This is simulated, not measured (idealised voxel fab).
A process module follows: voxel ribs on slabs.
Each square cell in cross-section cut measures 5 nm, and the section as a whole is 155 nm wide.
Heads up, the way a cross-section reads in here is a grid of square cells, handed over as bands from the top down, with every band being one or more rows of cells.
Basically the band line says how high the top is and how high the bottom is, in nm, and then what's in it from left to right, every material with its width in nm. Empty space shows up as "blank", and if a single material carries "throughout" it runs the full band edge to edge.
Heights are expressed relative to 0, this being the level below which the as-received wafer comprises one material exclusively. The lowest band is unbounded in the downward direction and is denoted as in "z 0 and below".
It should be noted that a width expressed as "30 to 40" varies in equal increments from row to row of cells within the band, taking the value of the first number at the top row and that of the second number at the bottom row.
Basically "changes: none" means that step didn't change any cell in the cross-section.
Basically, "Completely enclosed voids" tells you about the enclosed voids: empty spaces with no open way to the top, 8 cells or bigger, each written width x height at distance, where distance is from the left edge, all in nm.
That trailing text on a step's line, after the settings, is the simulator's own remark on the step.
Among the settings permitted on a step's line is "overlay nm"; applied to a step with a mask, it specifies the extent to which the mask lay to the right of its planned position, whereas a negative figure signifies a position to the left.
# The steps planned for the process are as follows
1 RECEIVE, material Si
2 DIRECTIONAL_DEP, material SiO2, thk nm 20
3 DIRECTIONAL_DEP, material SiN, thk nm 20
4 DIRECTIONAL_DEP, material aC, thk nm 10
5 PATTERN, tone cover, mask id RIB, material resist, width nm 15, thk nm 25, overlay nm 0
6 DIRECTIONAL_ETCH, etch materials aC, depth nm 10
7 STRIP, etch materials resist
8 DIRECTIONAL_ETCH, etch materials SiN, depth nm 5
9 STRIP, etch materials aC
10 MASKED_ETCH, tone cover, mask id SLAB, width nm 65, etch materials SiN, depth nm 15, overlay nm 0
11 FILL_DEP, material SiO2, thk nm 25
12 CMP, height nm 60
13 DIRECTIONAL_DEP, material TiN, thk nm 5
14 DIRECTIONAL_DEP, material aC, thk nm 15
15 PATTERN, tone cover, mask id HEATER, material resist, width nm 25, thk nm 35, overlay nm 0
16 DIRECTIONAL_ETCH, etch materials aC, depth nm 15
17 STRIP, etch materials resist
18 DIRECTIONAL_ETCH, etch materials TiN, depth nm 5
19 STRIP, etch materials aC
20 CONFORMAL_DEP, material SiN, thk nm 5
# On the first of the two wafers: run conducted according to plan
# The cross-section here shows the wafer as received, i.e. in its state after step 1
- z 0 and below  Si throughout
- Completely enclosed voids: none
# Take a look at the wafer's cross-section after step 2
- z 20 to 0  SiO2 throughout
- Note: structure below 0 unchanged.
# Take a look at the wafer's cross-section after step 3
- z 40 to 20  SiN throughout
- Note: structure below 20 unchanged.
# Take a look at the wafer's cross-section after step 4
- z 50 to 40  aC throughout
- Note: structure below 40 unchanged.
# Take a look at the wafer's cross-section after step 5
- z 75 to 50  blank: 70, then resist: 15, then blank: 70
- Note: structure below 50 unchanged.
# Take a look at the wafer's cross-section after step 6
- z 65 to 50  blank: 70, then resist: 15, then blank: 70
- z 50 to 40  blank: 70, then aC: 15, then blank: 70
- Note: structure below 40 unchanged.
# Take a look at the wafer's cross-section after step 7
- z 50 to 40  blank: 70, then aC: 15, then blank: 70
- Note: structure below 40 unchanged.
# Take a look at the wafer's cross-section after step 8
- z 50 to 40  blank: 70, then aC: 15, then blank: 70
- z 40 to 35  blank: 70, then SiN: 15, then blank: 70
- Note: structure below 35 unchanged.
# Take a look at the wafer's cross-section after step 9
- z 40 to 35  blank: 70, then SiN: 15, then blank: 70
- Note: structure below 35 unchanged.
# Take a look at the wafer's cross-section after step 10
- z 40 to 35  blank: 70, then SiN: 15, then blank: 70
- z 35 to 20  blank: 45, then SiN: 65, then blank: 45
- Note: structure below 20 unchanged.
# Take a look at the wafer's cross-section after step 11
- z 65 to 40  SiO2 throughout
- z 40 to 35  SiO2: 70, then SiN: 15, then SiO2: 70
- z 35 to 20  SiO2: 45, then SiN: 65, then SiO2: 45
- Note: structure below 20 unchanged.
# Take a look at the wafer's cross-section after step 12
- z 60 to 40  SiO2 throughout
- Note: structure below 40 unchanged.
# Take a look at the wafer's cross-section after step 13
- z 65 to 60  TiN throughout
- Note: structure below 60 unchanged.
# Take a look at the wafer's cross-section after step 14
- z 80 to 65  aC throughout
- Note: structure below 65 unchanged.
# Take a look at the wafer's cross-section after step 15
- z 115 to 80  blank: 65, then resist: 25, then blank: 65
- Note: structure below 80 unchanged.
# Take a look at the wafer's cross-section after step 16
- z 100 to 80  blank: 65, then resist: 25, then blank: 65
- z 80 to 65  blank: 65, then aC: 25, then blank: 65
- Note: structure below 65 unchanged.
# Take a look at the wafer's cross-section after step 17
- z 80 to 65  blank: 65, then aC: 25, then blank: 65
- Note: structure below 65 unchanged.
# Take a look at the wafer's cross-section after step 18
- z 80 to 65  blank: 65, then aC: 25, then blank: 65
- z 65 to 60  blank: 65, then TiN: 25, then blank: 65
- Note: structure below 60 unchanged.
# Take a look at the wafer's cross-section after step 19
- z 65 to 60  blank: 65, then TiN: 25, then blank: 65
- Note: structure below 60 unchanged.
# Take a look at the wafer's cross-section after step 20
- z 70 to 65  blank: 60, then SiN: 35, then blank: 60
- z 65 to 60  SiN: 65, then TiN: 25, then SiN: 65
- Note: structure below 60 unchanged.
# Second wafer. Start and plan as for the first. One mistake made in running. Agrees with the first up to and including step 1
# Cross-section of the second wafer at the time step 2 of the plan should have ended
- z 20 to 0  SiN throughout
- Note: structure below 0 unchanged.
# Cross-section of the second wafer at the time step 3 of the plan should have ended
- z 40 to 20  SiO2 throughout
- Note: structure below 20 unchanged.
# Cross-section of the second wafer at the time step 4 of the plan should have ended
- z 50 to 40  aC throughout
- Note: structure below 40 unchanged.
# Cross-section of the second wafer at the time step 5 of the plan should have ended
- z 75 to 50  blank: 70, then resist: 15, then blank: 70
- Note: structure below 50 unchanged.
# Cross-section of the second wafer at the time step 6 of the plan should have ended
- z 65 to 50  blank: 70, then resist: 15, then blank: 70
- z 50 to 40  blank: 70, then aC: 15, then blank: 70
- Note: structure below 40 unchanged.
# Cross-section of the second wafer at the time step 7 of the plan should have ended
- z 50 to 40  blank: 70, then aC: 15, then blank: 70
- Note: structure below 40 unchanged.
Cross-section of the second wafer at the time step 8 of the plan should have ended: changes: none
# Cross-section of the second wafer at the time step 9 of the plan should have ended
- z 40 to 20  SiO2 throughout
- Note: structure below 20 unchanged.
Cross-section of the second wafer at the time step 10 of the plan should have ended: changes: none
# Cross-section of the second wafer at the time step 11 of the plan should have ended
- z 65 to 20  SiO2 throughout
- Note: structure below 20 unchanged.
# Cross-section of the second wafer at the time step 12 of the plan should have ended
- z 60 to 20  SiO2 throughout
- Note: structure below 20 unchanged.
# Cross-section of the second wafer at the time step 13 of the plan should have ended
- z 65 to 60  TiN throughout
- Note: structure below 60 unchanged.
# Cross-section of the second wafer at the time step 14 of the plan should have ended
- z 80 to 65  aC throughout
- Note: structure below 65 unchanged.
# Cross-section of the second wafer at the time step 15 of the plan should have ended
- z 115 to 80  blank: 65, then resist: 25, then blank: 65
- Note: structure below 80 unchanged.
# Cross-section of the second wafer at the time step 16 of the plan should have ended
- z 100 to 80  blank: 65, then resist: 25, then blank: 65
- z 80 to 65  blank: 65, then aC: 25, then blank: 65
- Note: structure below 65 unchanged.
# Cross-section of the second wafer at the time step 17 of the plan should have ended
- z 80 to 65  blank: 65, then aC: 25, then blank: 65
- Note: structure below 65 unchanged.
# Cross-section of the second wafer at the time step 18 of the plan should have ended
- z 80 to 65  blank: 65, then aC: 25, then blank: 65
- z 65 to 60  blank: 65, then TiN: 25, then blank: 65
- Note: structure below 60 unchanged.
# Cross-section of the second wafer at the time step 19 of the plan should have ended
- z 65 to 60  blank: 65, then TiN: 25, then blank: 65
- Note: structure below 60 unchanged.
# Cross-section of the second wafer at the time step 20 of the plan should have ended
- z 70 to 65  blank: 60, then SiN: 35, then blank: 60
- z 65 to 60  SiN: 65, then TiN: 25, then SiN: 65
- Note: structure below 60 unchanged.
what went wrong: contrary to the plan, steps 2 and 3 were processed in exchanged order
End check, counted in cells, second wafer has more or fewer of these materials than the first: SiN +82, SiO2 -82
